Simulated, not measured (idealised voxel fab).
Herein follows the process module entitled voxel trench capacitor.
Shown is cross-section cut, with a width of 140 nm and square cells of size 5 nm.
Cross-section format: a grid of square cells, given as bands from top to bottom; each band is one or more rows of cells.
Band entry format. Leading values: height of top, height of bottom, nm. Remainder: materials in left-to-right order, each with its width in nm. Special words: "throughout" on a single material, which then fills the band edge to edge; "air", empty space.
Zero point of the height axis is 0; under it, received wafer = one material. Lowest band: continues down indefinitely, "0 and below".
Note: "30..40" means the width goes from the first number (top row of the band) to the second number (bottom row) in equal steps per row of cells.
The designation "nothing was modified", where it is given for a processing step, indicates that no cell of the cross-section was altered in the course of that step.
Basically, "Closed void register" tells you about the enclosed voids: empty spaces with no open way to the top, 8 cells or bigger, each written width x height at distance, where distance is from the left edge, all in nm.
The remark found on a step's line after its settings is issued by the simulator itself and pertains to that step.
A step line may carry the setting "overlay nm", which, for steps involving a mask, states the distance by which the mask lay to the right of its intended position; negative values denote displacement to the left.

[So here's the lineup of process steps we planned]
1: RECEIVE with material Si
2: CONFORMAL_DEP with material SiN, thk nm 10
3: MASKED_ETCH with tone open, mask id TRENCH, width nm 20, pitch nm 35, etch materials SiN, depth nm 10, overlay nm 0
4: MASKED_ETCH with tone open, mask id TRENCH, width nm 20, pitch nm 35, etch materials Si, depth nm 35, overlay nm 0
5: CONFORMAL_DEP with material Al2O3, thk nm 5
6: FILL_DEP with material polySi, thk nm 5
7: CMP with height nm 10

[Here's what the wafer looked like in cross-section when it arrived - that's after step 1]
> 0 and below = Si throughout
> Closed void register: none

[As-planned run: cross-section of the first of two wafers at end of module]
> 10 down to 0 = SiN=40; Al2O3=5; polySi=10; Al2O3=5; SiN=15; Al2O3=5; polySi=10; Al2O3=5; SiN=45
> 0 down to -30 = Si=40; Al2O3=5; polySi=10; Al2O3=5; Si=15; Al2O3=5; polySi=10; Al2O3=5; Si=45
> -30 down to -35 = Si=40; Al2O3=20; Si=15; Al2O3=20; Si=45
> -35 and below = Si throughout
> Closed void register: none

[Cross-section of the latter of the two wafers at module completion. It had an identical start and an identical plan to the former; in running it, one mistake was made]
> 10 down to 0 = SiN=40; Al2O3=5; polySi=10; Al2O3=5; SiN=15; Al2O3=5; polySi=10; Al2O3=5; SiN=45
> 0 down to -65 = Si=40; Al2O3=5; polySi=10; Al2O3=5; Si=15; Al2O3=5; polySi=10; Al2O3=5; Si=45
> -65 down to -70 = Si=40; Al2O3=20; Si=15; Al2O3=20; Si=45
> -70 and below = Si throughout
> Closed void register: none
Error vs. plan: heads up, step 4 of the plan got done twice
Cell-count delta at end, second wafer over first, by material: Al2O3: 28 more, Si: 56 fewer, polySi: 28 more
